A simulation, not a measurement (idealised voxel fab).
Module name: voxel fin reveal (process module)
Square cells of 5 nm make up the cross-section cut, whose width is 265 nm.
Bands, listed from the top down, are how a cross-section gets written in this document; the cross-section itself is a grid of square cells, and a band is one or more rows of them.
Within each band entry, the heights of the top and of the bottom of the band appear first, in that order and in nm; the materials of the band then follow from left to right, each with its corresponding width in nm. The designation "everywhere" on a single material indicates that it fills the band from edge to edge; the designation "blank" indicates empty space.
Heads up on the height convention: 0 is the point under which the incoming wafer is all one material, and the lowest band has no bottom, it just keeps going down, like "0 -> down".
Width "30->40": first value at the band's top row of cells, second value at its bottom row, equal change from row to row.
Reading "nothing got changed" for a step: not a cell of the cross-section changed in it.
So "Trapped void list" is basically the list of trapped voids: any empty space of 8 cells or more that can't reach the top through an opening. They're written width x height at distance, the distance being from the left edge, and it's all nm.
Past the settings on a step's line: simulator remark, on that step.
overlay nm: where the mask lay relative to plan, measured to the right, on steps with a mask; negatives go left.

Listed below are the process steps as planned:
1 RECEIVE, material Si
2 CONFORMAL_DEP, material SiN, thk nm 5
3 MASKED_ETCH, tone cover, mask id FINS, width nm 15, pitch nm 35, etch materials SiN, depth nm 5, overlay nm 0
4 MASKED_ETCH, tone cover, mask id FINS, width nm 15, pitch nm 35, etch materials Si, depth nm 30, overlay nm 0
5 OXIDIZE, depth nm 5
6 FILL_DEP, material SiO2, thk nm 10
7 CMP, height nm 5
8 SELECTIVE_ETCH, etch materials SiO2, depth nm 15
9 STRIP, etch materials SiN
10 CONFORMAL_DEP, material SiO2, thk nm 5

Here's what the wafer looked like in cross-section when it arrived - that's after step 1:
> 0 -> down: Si everywhere
> Trapped void list: none

The module was run from the start shown above using the plan shown above, but one mistake was made doing it; the resulting wafer cross-section is below:
> 5 -> 0: blank (105)  SiO2 (20)  blank (15)  SiO2 (20)  blank (105)
> 0 -> -5: blank (105)  SiO2 (5)  Si (10)  SiO2 (5)  blank (15)  SiO2 (5)  Si (10)  SiO2 (5)  blank (105)
> -5 -> -35: SiO2 (110)  Si (10)  SiO2 (25)  Si (10)  SiO2 (110)
> -35 -> down: Si everywhere
> Trapped void list: none
Deviation noted in wafer processing: step 3, actual vs plan mismatch, actual run MASKED_ETCH, tone cover, mask id FINS, width nm 20, pitch nm 35, etch materials SiN, depth nm 5, overlay nm 0
